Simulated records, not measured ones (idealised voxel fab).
A process module follows: voxel quadruple lines.
Each square cell in cross-section cut measures 5 nm, and the section as a whole is 215 nm wide.
Bands, listed from the top down, are how a cross-section gets written in this document; the cross-section itself is a grid of square cells, and a band is one or more rows of them. Top height, bottom height, nm. Materials left to right, width each, nm. Single material + "full width" = fills band edge to edge. "blank" = empty. A quick word on heights: they are counted from 0, and under that level the wafer as it came to us is one material throughout. The lowest band is different from the rest in having no bottom; it simply continues downward, written as in "0 and below". So if you see something like "30..40" for the width, read it as the top row of the band sitting at the first number and the bottom row at the second, with every row in between moving by the same amount as the last. Where a step carries "nothing was modified", the cross-section came out of it unchanged, cell for cell. Entry "Closed void roster" = empty spaces >= 8 cells with no open way to the top; each as width x height at distance, distance from left edge, all nm. On each step's line, the part that comes after the settings is the simulator's own comment on the step. You can add "overlay nm" to a step's line. For a step with a mask, it describes how far the mask lay to the right of its planned position, and a negative number describes a lay to the left.
## Process steps - plan
1. op RECEIVE | material Si
2. op CONFORMAL_DEP | material SiO2 | thk nm 5
3. op DIRECTIONAL_DEP | material TiN | thk nm 15
4. op DIRECTIONAL_DEP | material polySi | thk nm 15
5. op DIRECTIONAL_DEP | material aC | thk nm 25
6. op PATTERN | tone cover | mask id MANDREL | material resist | width nm 35 | thk nm 35 | overlay nm 0
7. op DIRECTIONAL_ETCH | etch materials aC | depth nm 25
8. op STRIP | etch materials resist
9. op CONFORMAL_DEP | material SiO2 | thk nm 15
10. op DIRECTIONAL_ETCH | etch materials SiO2 | depth nm 15
11. op STRIP | etch materials aC
12. op DIRECTIONAL_ETCH | etch materials polySi | depth nm 15
13. op STRIP | etch materials SiO2
14. op CONFORMAL_DEP | material SiCN | thk nm 10
15. op DIRECTIONAL_ETCH | etch materials SiCN | depth nm 10
16. op STRIP | etch materials polySi
17. op DIRECTIONAL_ETCH | etch materials TiN | depth nm 15
18. op STRIP | etch materials SiCN
19. op FILL_DEP | material lowk | thk nm 10
20. op CMP | height nm 20
## First of two wafers, processed according to plan
## Incoming wafer, cross-sectional view, post step 1
  0 and below: Si full width
  Closed void roster: none
## You're looking at a cross-section of the wafer after step 2
  5 down to 0: SiO2 full width
  Note: structure below 0 unchanged.
## You're looking at a cross-section of the wafer after step 3
  20 down to 5: TiN full width
  Note: structure below 5 unchanged.
## You're looking at a cross-section of the wafer after step 4
  35 down to 20: polySi full width
  Note: structure below 20 unchanged.
## You're looking at a cross-section of the wafer after step 5
  60 down to 35: aC full width
  Note: structure below 35 unchanged.
## You're looking at a cross-section of the wafer after step 6
  95 down to 60: 90 of blank | 35 of resist | 90 of blank
  Note: structure below 60 unchanged.
## You're looking at a cross-section of the wafer after step 7
  70 down to 60: 90 of blank | 35 of resist | 90 of blank
  60 down to 35: 90 of blank | 35 of aC | 90 of blank
  Note: structure below 35 unchanged.
## You're looking at a cross-section of the wafer after step 8
  60 down to 35: 90 of blank | 35 of aC | 90 of blank
  Note: structure below 35 unchanged.
## You're looking at a cross-section of the wafer after step 9
  75 down to 60: 75 of blank | 65 of SiO2 | 75 of blank
  60 down to 50: 75 of blank | 15 of SiO2 | 35 of aC | 15 of SiO2 | 75 of blank
  50 down to 35: 90 of SiO2 | 35 of aC | 90 of SiO2
  Note: structure below 35 unchanged.
## You're looking at a cross-section of the wafer after step 10
  60 down to 35: 75 of blank | 15 of SiO2 | 35 of aC | 15 of SiO2 | 75 of blank
  Note: structure below 35 unchanged.
## You're looking at a cross-section of the wafer after step 11
  60 down to 35: 75 of blank | 15 of SiO2 | 35 of blank | 15 of SiO2 | 75 of blank
  Note: structure below 35 unchanged.
## You're looking at a cross-section of the wafer after step 12
  60 down to 35: 75 of blank | 15 of SiO2 | 35 of blank | 15 of SiO2 | 75 of blank
  35 down to 20: 75 of blank | 15 of polySi | 35 of blank | 15 of polySi | 75 of blank
  Note: structure below 20 unchanged.
## You're looking at a cross-section of the wafer after step 13
  35 down to 20: 75 of blank | 15 of polySi | 35 of blank | 15 of polySi | 75 of blank
  Note: structure below 20 unchanged.
## You're looking at a cross-section of the wafer after step 14
  45 down to 35: 65 of blank | 35 of SiCN | 15 of blank | 35 of SiCN | 65 of blank
  35 down to 30: 65 of blank | 10 of SiCN | 15 of polySi | 10 of SiCN | 15 of blank | 10 of SiCN | 15 of polySi | 10 of SiCN | 65 of blank
  30 down to 20: 75 of SiCN | 15 of polySi | 35 of SiCN | 15 of polySi | 75 of SiCN
  Note: structure below 20 unchanged.
## You're looking at a cross-section of the wafer after step 15
  35 down to 20: 65 of blank | 10 of SiCN | 15 of polySi | 10 of SiCN | 15 of blank | 10 of SiCN | 15 of polySi | 10 of SiCN | 65 of blank
  Note: structure below 20 unchanged.
## You're looking at a cross-section of the wafer after step 16
  35 down to 20: 65 of blank | 10 of SiCN | 15 of blank | 10 of SiCN | 15 of blank | 10 of SiCN | 15 of blank | 10 of SiCN | 65 of blank
  Note: structure below 20 unchanged.
## You're looking at a cross-section of the wafer after step 17
  35 down to 20: 65 of blank | 10 of SiCN | 15 of blank | 10 of SiCN | 15 of blank | 10 of SiCN | 15 of blank | 10 of SiCN | 65 of blank
  20 down to 5: 65 of blank | 10 of TiN | 15 of blank | 10 of TiN | 15 of blank | 10 of TiN | 15 of blank | 10 of TiN | 65 of blank
  Note: structure below 5 unchanged.
## You're looking at a cross-section of the wafer after step 18
  20 down to 5: 65 of blank | 10 of TiN | 15 of blank | 10 of TiN | 15 of blank | 10 of TiN | 15 of blank | 10 of TiN | 65 of blank
  Note: structure below 5 unchanged.
## You're looking at a cross-section of the wafer after step 19
  30 down to 20: lowk full width
  20 down to 5: 65 of lowk | 10 of TiN | 15 of lowk | 10 of TiN | 15 of lowk | 10 of TiN | 15 of lowk | 10 of TiN | 65 of lowk
  Note: structure below 5 unchanged.
## You're looking at a cross-section of the wafer after step 20
  20 down to 5: 65 of lowk | 10 of TiN | 15 of lowk | 10 of TiN | 15 of lowk | 10 of TiN | 15 of lowk | 10 of TiN | 65 of lowk
  Note: structure below 5 unchanged.
## Second wafer - shared start and plan with the first - one error in running - same as the first up to step 5 inclusive
## Cross-section of the second wafer at the time step 6 of the plan should have ended
  95 down to 60: 80 of blank | 35 of resist | 100 of blank
  Note: structure below 60 unchanged.
## Cross-section of the second wafer at the time step 7 of the plan should have ended
  70 down to 60: 80 of blank | 35 of resist | 100 of blank
  60 down to 35: 80 of blank | 35 of aC | 100 of blank
  Note: structure below 35 unchanged.
## Cross-section of the second wafer at the time step 8 of the plan should have ended
  60 down to 35: 80 of blank | 35 of aC | 100 of blank
  Note: structure below 35 unchanged.
## Cross-section of the second wafer at the time step 9 of the plan should have ended
  75 down to 60: 65 of blank | 65 of SiO2 | 85 of blank
  60 down to 50: 65 of blank | 15 of SiO2 | 35 of aC | 15 of SiO2 | 85 of blank
  50 down to 35: 80 of SiO2 | 35 of aC | 100 of SiO2
  Note: structure below 35 unchanged.
## Cross-section of the second wafer at the time step 10 of the plan should have ended
  60 down to 35: 65 of blank | 15 of SiO2 | 35 of aC | 15 of SiO2 | 85 of blank
  Note: structure below 35 unchanged.
## Cross-section of the second wafer at the time step 11 of the plan should have ended
  60 down to 35: 65 of blank | 15 of SiO2 | 35 of blank | 15 of SiO2 | 85 of blank
  Note: structure below 35 unchanged.
## Cross-section of the second wafer at the time step 12 of the plan should have ended
  60 down to 35: 65 of blank | 15 of SiO2 | 35 of blank | 15 of SiO2 | 85 of blank
  35 down to 20: 65 of blank | 15 of polySi | 35 of blank | 15 of polySi | 85 of blank
  Note: structure below 20 unchanged.
## Cross-section of the second wafer at the time step 13 of the plan should have ended
  35 down to 20: 65 of blank | 15 of polySi | 35 of blank | 15 of polySi | 85 of blank
  Note: structure below 20 unchanged.
## Cross-section of the second wafer at the time step 14 of the plan should have ended
  45 down to 35: 55 of blank | 35 of SiCN | 15 of blank | 35 of SiCN | 75 of blank
  35 down to 30: 55 of blank | 10 of SiCN | 15 of polySi | 10 of SiCN | 15 of blank | 10 of SiCN | 15 of polySi | 10 of SiCN | 75 of blank
  30 down to 20: 65 of SiCN | 15 of polySi | 35 of SiCN | 15 of polySi | 85 of SiCN
  Note: structure below 20 unchanged.
## Cross-section of the second wafer at the time step 15 of the plan should have ended
  35 down to 20: 55 of blank | 10 of SiCN | 15 of polySi | 10 of SiCN | 15 of blank | 10 of SiCN | 15 of polySi | 10 of SiCN | 75 of blank
  Note: structure below 20 unchanged.
## Cross-section of the second wafer at the time step 16 of the plan should have ended
  35 down to 20: 55 of blank | 10 of SiCN | 15 of blank | 10 of SiCN | 15 of blank | 10 of SiCN | 15 of blank | 10 of SiCN | 75 of blank
  Note: structure below 20 unchanged.
## Cross-section of the second wafer at the time step 17 of the plan should have ended
  35 down to 20: 55 of blank | 10 of SiCN | 15 of blank | 10 of SiCN | 15 of blank | 10 of SiCN | 15 of blank | 10 of SiCN | 75 of blank
  20 down to 5: 55 of blank | 10 of TiN | 15 of blank | 10 of TiN | 15 of blank | 10 of TiN | 15 of blank | 10 of TiN | 75 of blank
  Note: structure below 5 unchanged.
## Cross-section of the second wafer at the time step 18 of the plan should have ended
  20 down to 5: 55 of blank | 10 of TiN | 15 of blank | 10 of TiN | 15 of blank | 10 of TiN | 15 of blank | 10 of TiN | 75 of blank
  Note: structure below 5 unchanged.
## Cross-section of the second wafer at the time step 19 of the plan should have ended
  30 down to 20: lowk full width
  20 down to 5: 55 of lowk | 10 of TiN | 15 of lowk | 10 of TiN | 15 of lowk | 10 of TiN | 15 of lowk | 10 of TiN | 75 of lowk
  Note: structure below 5 unchanged.
## Cross-section of the second wafer at the time step 20 of the plan should have ended
  20 down to 5: 55 of lowk | 10 of TiN | 15 of lowk | 10 of TiN | 15 of lowk | 10 of TiN | 15 of lowk | 10 of TiN | 75 of lowk
  Note: structure below 5 unchanged.
The mistake made against the process plan was this: step 6 did not happen as planned, as run it was op PATTERN | tone cover | mask id MANDREL | material resist | width nm 35 | thk nm 35 | overlay nm -10
Cell counts per material: same on both final wafers. Positions: different.
